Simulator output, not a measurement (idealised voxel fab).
process module | voxel ribs on slabs
cross-section cut | 145 nm wide | cells 5 nm
A cross-section is a grid of square cells, given in bands from the top down. A band is one or more rows of cells.
Each band's line starts with the height of the band's top and of its bottom, in nm. Then come its materials from left to right, each with its width in nm. One material with "throughout" fills the band from edge to edge. "air" is empty space.
Height 0 is the level under which the wafer as received is all one material. The lowest band goes on downwards, as in "0 down".
A width such as "30 to 40" changes by the same amount from each row of cells to the next, from the band's top row to its bottom row.
"no change" after a step means that no cell of the cross-section changed.
closed voids: empty space of 8 cells or more with no open way to the top, each as width x height at its distance from the left edge, in nm
after a step's settings: what the simulator itself notes on the step
overlay nm, on a step with a mask: how far to the right of its planned place the mask lay; to the left if negative
plan
1 op RECEIVE | material Si
2 op DIRECTIONAL_DEP | material SiO2 | thk nm 25
3 op DIRECTIONAL_DEP | material SiN | thk nm 15
4 op PATTERN | tone cover | mask id RIB | material resist | width nm 25 | thk nm 20 | overlay nm 0
5 op DIRECTIONAL_ETCH | etch materials SiN | depth nm 5
6 op STRIP | etch materials resist
7 op PATTERN | tone cover | mask id SLAB | material resist | width nm 85 | thk nm 15 | overlay nm 0
8 op DIRECTIONAL_ETCH | etch materials SiN | depth nm 10
9 op STRIP | etch materials resist
10 op FILL_DEP | material SiO2 | thk nm 15
11 op CMP | height nm 50
12 op DIRECTIONAL_DEP | material W | thk nm 10
13 op PATTERN | tone cover | mask id HEATER | material resist | width nm 35 | thk nm 20 | overlay nm 0
14 op DIRECTIONAL_ETCH | etch materials W | depth nm 10
15 op STRIP | etch materials resist
16 op CONFORMAL_DEP | material SiO2 | thk nm 5
as received, after step 1
  0 down: Si throughout
  closed voids: none
first wafer at the end, as planned
  65 to 60: air 50 | SiO2 45 | air 50
  60 to 55: air 50 | SiO2 5 | W 35 | SiO2 5 | air 50
  55 to 50: SiO2 55 | W 35 | SiO2 55
  50 to 40: SiO2 throughout
  40 to 35: SiO2 60 | SiN 25 | SiO2 60
  35 to 25: SiO2 30 | SiN 85 | SiO2 30
  25 to 0: SiO2 throughout
  0 down: Si throughout
  closed voids: none
second wafer at the end: like start, like plan, one mistake
  65 to 60: air 50 | SiO2 45 | air 50
  60 to 55: air 50 | SiO2 5 | W 35 | SiO2 5 | air 50
  55 to 50: SiO2 55 | W 35 | SiO2 55
  50 to 35: SiO2 throughout
  35 to 25: SiO2 30 | SiN 30 | SiO2 25 | SiN 30 | SiO2 30
  25 to 0: SiO2 throughout
  0 down: Si throughout
  closed voids: none
what went wrong: steps 3 and 4 were swapped
at the end the second wafer has, in cells: 15 fewer of SiN | 15 more of SiO2
